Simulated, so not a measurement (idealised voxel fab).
process module | voxel released beams
cross-section cut | 285 nm wide | cells 5 nm
A cross-section is a grid of square cells, given in bands from the top down. A band is one or more rows of cells.
Each band's line starts with the height of the band's top and of its bottom, in nm. Then come its materials from left to right, each with its width in nm. One material with "throughout" fills the band from edge to edge. "air" is empty space.
Height 0 is the level under which the wafer as received is all one material. The lowest band goes on downwards, as in "0 down".
A width such as "30 to 40" changes by the same amount from each row of cells to the next, from the band's top row to its bottom row.
"no change" after a step means that no cell of the cross-section changed.
closed voids: empty space of 8 cells or more with no open way to the top, each as width x height at its distance from the left edge, in nm
after a step's settings: what the simulator itself notes on the step
overlay nm, on a step with a mask: how far to the right of its planned place the mask lay; to the left if negative
plan
1 op RECEIVE | material Si
2 op CONFORMAL_DEP | material SiN | thk nm 5
3 op DIRECTIONAL_DEP | material SiO2 | thk nm 20
4 op MASKED_ETCH | tone open | mask id ANCHOR | width nm 45 | etch materials SiO2 | depth nm 20 | overlay nm 0
5 op CONFORMAL_DEP | material polySi | thk nm 15
6 op DIRECTIONAL_DEP | material aC | thk nm 10
7 op PATTERN | tone cover | mask id BEAM | material resist | width nm 95 | thk nm 30 | overlay nm 0
8 op DIRECTIONAL_ETCH | etch materials aC | depth nm 10
9 op STRIP | etch materials resist
10 op DIRECTIONAL_ETCH | etch materials polySi | depth nm 15
11 op STRIP | etch materials aC
12 op STRIP | etch materials SiO2
as received, after step 1
  0 down: Si throughout
  closed voids: none
a wafer at the end: this start, this plan, one mistake
  35 to 20: air 90 | polySi 20 | air 15 | polySi 60 | air 100
  20 to 15: air 95 | polySi 15 | air 15 | polySi 15 | air 145
  15 to 0: air 95 | polySi 45 | air 145
  0 down: Si throughout
  closed voids: none
what went wrong: step 2 was left out
